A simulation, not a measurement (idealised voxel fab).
Documented hereafter: the process module known as voxel spacer lines.
Cross-sectional view cut (width: 155 nm; square cell size: 5 nm).
Format of a cross-section: grid, square cells. Given as bands. Order: top down. Band: one or more rows of cells.
Heights first: top, then bottom, in nm. Then materials, left to right, each with a width in nm. "all across" on a single material: fills the band edge to edge. "empty": empty space.
Note: height 0 marks the level under which the wafer is uniformly one material as received. Lowest band unbounded below, written "top 0, no bottom".
So if you see something like "30 to 40" for the width, read it as the top row of the band sitting at the first number and the bottom row at the second, with every row in between moving by the same amount as the last.
Key: "changes: none" - step with no changed cell in the cross-section.
Heads up: "Enclosed void catalog" only lists the empty pockets with no open path to the top that are 8 cells or more, and it writes them as width x height at distance, distance from the left edge, in nm.
On each step's line, the part that comes after the settings is the simulator's own comment on the step.
The "overlay nm" setting may appear on a step's line; for a step that uses a mask, it gives how far to the right of its planned position the mask lay, and a negative value indicates the left.

Here's what the planned process steps look like
1: RECEIVE (material Si)
2: CONFORMAL_DEP (material Al2O3; thk nm 5)
3: DIRECTIONAL_DEP (material SiN; thk nm 10)
4: DIRECTIONAL_DEP (material polySi; thk nm 20)
5: PATTERN (tone cover; mask id MANDREL; material resist; width nm 25; pitch nm 70; thk nm 25; overlay nm 0)
6: DIRECTIONAL_ETCH (etch materials polySi; depth nm 20)
7: STRIP (etch materials resist)
8: CONFORMAL_DEP (material SiO2; thk nm 10)
9: DIRECTIONAL_ETCH (etch materials SiO2; depth nm 10)
10: STRIP (etch materials polySi)
11: DIRECTIONAL_ETCH (etch materials SiN; depth nm 10)
12: STRIP (etch materials SiO2)

Shown in cross-section is the wafer as received, that is, as it stands after step 1
* top 0, no bottom: Si all across
* Enclosed void catalog: none

The first of the two wafers as seen in cross-section once the module was finished; processing followed the plan
* top 15, bottom 5: empty 20  SiN 10  empty 25  SiN 10  empty 25  SiN 10  empty 25  SiN 10  empty 20
* top 5, bottom 0: Al2O3 all across
* top 0, no bottom: Si all across
* Enclosed void catalog: none

Wafer two, sectioned after the module: the first wafer's start, the first wafer's plan, and one mistake in how it was run
* top 15, bottom 5: empty 30  SiN 10  empty 5  SiN 10  empty 45  SiN 10  empty 5  SiN 10  empty 30
* top 5, bottom 0: Al2O3 all across
* top 0, no bottom: Si all across
* Enclosed void catalog: none
Run error: not per plan at step 5, really ran PATTERN (tone open; mask id MANDREL; material resist; width nm 25; pitch nm 70; thk nm 25; overlay nm 0)
Cell counts per material: same on both final wafers. Positions: different.
